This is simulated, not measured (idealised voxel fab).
process module | voxel self aligned contacts
cross-section cut | 240 nm wide | cells 5 nm
A cross-section is a grid of square cells, given in bands from the top down. A band is one or more rows of cells.
Each band's line starts with the height of the band's top and of its bottom, in nm. Then come its materials from left to right, each with its width in nm. One material with "throughout" fills the band from edge to edge. "air" is empty space.
Height 0 is the level under which the wafer as received is all one material. The lowest band goes on downwards, as in "0 down".
A width such as "30 to 40" changes by the same amount from each row of cells to the next, from the band's top row to its bottom row.
"no change" after a step means that no cell of the cross-section changed.
closed voids: empty space of 8 cells or more with no open way to the top, each as width x height at its distance from the left edge, in nm
after a step's settings: what the simulator itself notes on the step
overlay nm, on a step with a mask: how far to the right of its planned place the mask lay; to the left if negative
plan
1 op RECEIVE | material Si
2 op CONFORMAL_DEP | material SiO2 | thk nm 5
3 op DIRECTIONAL_DEP | material polySi | thk nm 25
4 op DIRECTIONAL_DEP | material SiN | thk nm 20
5 op DIRECTIONAL_DEP | material aC | thk nm 15
6 op PATTERN | tone cover | mask id GATE | material resist | width nm 35 | pitch nm 60 | thk nm 30 | overlay nm 0
7 op DIRECTIONAL_ETCH | etch materials aC | depth nm 15
8 op STRIP | etch materials resist
9 op DIRECTIONAL_ETCH | etch materials SiN | depth nm 20
10 op DIRECTIONAL_ETCH | etch materials polySi | depth nm 25
11 op STRIP | etch materials aC
12 op CONFORMAL_DEP | material SiN | thk nm 5
13 op DIRECTIONAL_ETCH | etch materials SiN | depth nm 5
14 op FILL_DEP | material SiO2 | thk nm 15
15 op CMP | height nm 55
16 op PATTERN | tone open | mask id CONTACT | material resist | width nm 45 | thk nm 15 | overlay nm 0
17 op DIRECTIONAL_ETCH | etch materials SiO2 | depth nm 55
18 op STRIP | etch materials resist
19 op CONFORMAL_DEP | material TiN | thk nm 5
20 op FILL_DEP | material W | thk nm 5
21 op CMP | height nm 55
22 op CONFORMAL_DEP | material SiN | thk nm 5
first wafer, as planned
as received, after step 1
  0 down: Si throughout
  closed voids: none
after step 2
  5 to 0: SiO2 throughout
  below 0: unchanged
after step 3
  30 to 5: polySi throughout
  below 5: unchanged
after step 4
  50 to 30: SiN throughout
  below 30: unchanged
after step 5
  65 to 50: aC throughout
  below 50: unchanged
after step 6
  95 to 65: air 70 | resist 35 | air 25 | resist 35 | air 75
  below 65: unchanged
after step 7
  80 to 65: air 70 | resist 35 | air 25 | resist 35 | air 75
  65 to 50: air 70 | aC 35 | air 25 | aC 35 | air 75
  below 50: unchanged
after step 8
  65 to 50: air 70 | aC 35 | air 25 | aC 35 | air 75
  below 50: unchanged
after step 9
  65 to 50: air 70 | aC 35 | air 25 | aC 35 | air 75
  50 to 30: air 70 | SiN 35 | air 25 | SiN 35 | air 75
  below 30: unchanged
after step 10
  65 to 50: air 70 | aC 35 | air 25 | aC 35 | air 75
  50 to 30: air 70 | SiN 35 | air 25 | SiN 35 | air 75
  30 to 5: air 70 | polySi 35 | air 25 | polySi 35 | air 75
  below 5: unchanged
after step 11
  50 to 30: air 70 | SiN 35 | air 25 | SiN 35 | air 75
  below 30: unchanged
after step 12
  55 to 30: air 65 | SiN 45 | air 15 | SiN 45 | air 70
  30 to 10: air 65 | SiN 5 | polySi 35 | SiN 5 | air 15 | SiN 5 | polySi 35 | SiN 5 | air 70
  10 to 5: SiN 70 | polySi 35 | SiN 25 | polySi 35 | SiN 75
  below 5: unchanged
after step 13
  50 to 30: air 65 | SiN 45 | air 15 | SiN 45 | air 70
  30 to 5: air 65 | SiN 5 | polySi 35 | SiN 5 | air 15 | SiN 5 | polySi 35 | SiN 5 | air 70
  below 5: unchanged
after step 14
  65 to 50: SiO2 throughout
  50 to 30: SiO2 65 | SiN 45 | SiO2 15 | SiN 45 | SiO2 70
  30 to 5: SiO2 65 | SiN 5 | polySi 35 | SiN 5 | SiO2 15 | SiN 5 | polySi 35 | SiN 5 | SiO2 70
  below 5: unchanged
after step 15
  55 to 50: SiO2 throughout
  below 50: unchanged
after step 16
  70 to 55: resist 95 | air 45 | resist 100
  below 55: unchanged
after step 17
  70 to 55: resist 95 | air 45 | resist 100
  55 to 50: SiO2 95 | air 45 | SiO2 100
  50 to 30: SiO2 65 | SiN 45 | air 15 | SiN 45 | SiO2 70
  30 to 5: SiO2 65 | SiN 5 | polySi 35 | SiN 5 | air 15 | SiN 5 | polySi 35 | SiN 5 | SiO2 70
  5 to 0: SiO2 110 | air 15 | SiO2 115
  below 0: unchanged
after step 18
  55 to 50: SiO2 95 | air 45 | SiO2 100
  below 50: unchanged
after step 19
  60 to 55: TiN 100 | air 35 | TiN 105
  55 to 50: SiO2 95 | TiN 20 | air 5 | TiN 20 | SiO2 100
  50 to 30: SiO2 65 | SiN 45 | TiN 5 | air 5 | TiN 5 | SiN 45 | SiO2 70
  30 to 5: SiO2 65 | SiN 5 | polySi 35 | SiN 5 | TiN 5 | air 5 | TiN 5 | SiN 5 | polySi 35 | SiN 5 | SiO2 70
  5 to 0: SiO2 110 | TiN 15 | SiO2 115
  below 0: unchanged
after step 20
  65 to 60: W throughout
  60 to 55: TiN 100 | W 35 | TiN 105
  55 to 50: SiO2 95 | TiN 20 | W 5 | TiN 20 | SiO2 100
  50 to 30: SiO2 65 | SiN 45 | TiN 5 | W 5 | TiN 5 | SiN 45 | SiO2 70
  30 to 5: SiO2 65 | SiN 5 | polySi 35 | SiN 5 | TiN 5 | W 5 | TiN 5 | SiN 5 | polySi 35 | SiN 5 | SiO2 70
  below 5: unchanged
after step 21
  55 to 50: SiO2 95 | TiN 20 | W 5 | TiN 20 | SiO2 100
  below 50: unchanged
after step 22
  60 to 55: SiN throughout
  below 55: unchanged
second wafer: like start, like plan, one mistake. Through step 5 it matches the first wafer
when step 6 should have ended
  95 to 65: resist 70 | air 35 | resist 25 | air 35 | resist 75
  below 65: unchanged
when step 7 should have ended
  80 to 65: resist 70 | air 35 | resist 25 | air 35 | resist 75
  65 to 50: aC 70 | air 35 | aC 25 | air 35 | aC 75
  below 50: unchanged
when step 8 should have ended
  65 to 50: aC 70 | air 35 | aC 25 | air 35 | aC 75
  below 50: unchanged
when step 9 should have ended
  65 to 50: aC 70 | air 35 | aC 25 | air 35 | aC 75
  50 to 30: SiN 70 | air 35 | SiN 25 | air 35 | SiN 75
  below 30: unchanged
when step 10 should have ended
  65 to 50: aC 70 | air 35 | aC 25 | air 35 | aC 75
  50 to 30: SiN 70 | air 35 | SiN 25 | air 35 | SiN 75
  30 to 5: polySi 70 | air 35 | polySi 25 | air 35 | polySi 75
  below 5: unchanged
when step 11 should have ended
  50 to 30: SiN 70 | air 35 | SiN 25 | air 35 | SiN 75
  below 30: unchanged
when step 12 should have ended
  55 to 30: SiN 75 | air 25 | SiN 35 | air 25 | SiN 80
  30 to 10: polySi 70 | SiN 5 | air 25 | SiN 5 | polySi 25 | SiN 5 | air 25 | SiN 5 | polySi 75
  10 to 5: polySi 70 | SiN 35 | polySi 25 | SiN 35 | polySi 75
  below 5: unchanged
when step 13 should have ended
  50 to 30: SiN 75 | air 25 | SiN 35 | air 25 | SiN 80
  30 to 5: polySi 70 | SiN 5 | air 25 | SiN 5 | polySi 25 | SiN 5 | air 25 | SiN 5 | polySi 75
  below 5: unchanged
when step 14 should have ended
  65 to 50: SiO2 throughout
  50 to 30: SiN 75 | SiO2 25 | SiN 35 | SiO2 25 | SiN 80
  30 to 5: polySi 70 | SiN 5 | SiO2 25 | SiN 5 | polySi 25 | SiN 5 | SiO2 25 | SiN 5 | polySi 75
  below 5: unchanged
when step 15 should have ended
  55 to 50: SiO2 throughout
  below 50: unchanged
when step 16 should have ended
  70 to 55: resist 95 | air 45 | resist 100
  below 55: unchanged
when step 17 should have ended
  70 to 55: resist 95 | air 45 | resist 100
  55 to 50: SiO2 95 | air 45 | SiO2 100
  50 to 30: SiN 75 | SiO2 20 | air 5 | SiN 35 | air 5 | SiO2 20 | SiN 80
  30 to 5: polySi 70 | SiN 5 | SiO2 20 | air 5 | SiN 5 | polySi 25 | SiN 5 | air 5 | SiO2 20 | SiN 5 | polySi 75
  5 to 0: SiO2 95 | air 5 | SiO2 35 | air 5 | SiO2 100
  below 0: unchanged
when step 18 should have ended
  55 to 50: SiO2 95 | air 45 | SiO2 100
  below 50: unchanged
when step 19 should have ended
  60 to 55: TiN 100 | air 35 | TiN 105
  55 to 50: SiO2 95 | TiN 45 | SiO2 100
  50 to 30: SiN 75 | SiO2 20 | TiN 5 | SiN 35 | TiN 5 | SiO2 20 | SiN 80
  30 to 5: polySi 70 | SiN 5 | SiO2 20 | TiN 5 | SiN 5 | polySi 25 | SiN 5 | TiN 5 | SiO2 20 | SiN 5 | polySi 75
  5 to 0: SiO2 95 | TiN 5 | SiO2 35 | TiN 5 | SiO2 100
  below 0: unchanged
when step 20 should have ended
  65 to 60: W throughout
  60 to 55: TiN 100 | W 35 | TiN 105
  below 55: unchanged
when step 21 should have ended
  55 to 50: SiO2 95 | TiN 45 | SiO2 100
  below 50: unchanged
when step 22 should have ended
  60 to 55: SiN throughout
  below 55: unchanged
what went wrong: step 6 ran as: op PATTERN | tone open | mask id GATE | material resist | width nm 35 | pitch nm 60 | thk nm 30 | overlay nm 0
at the end the second wafer has, in cells: 80 more of SiN | 170 fewer of SiO2 | 10 fewer of W | 100 more of polySi
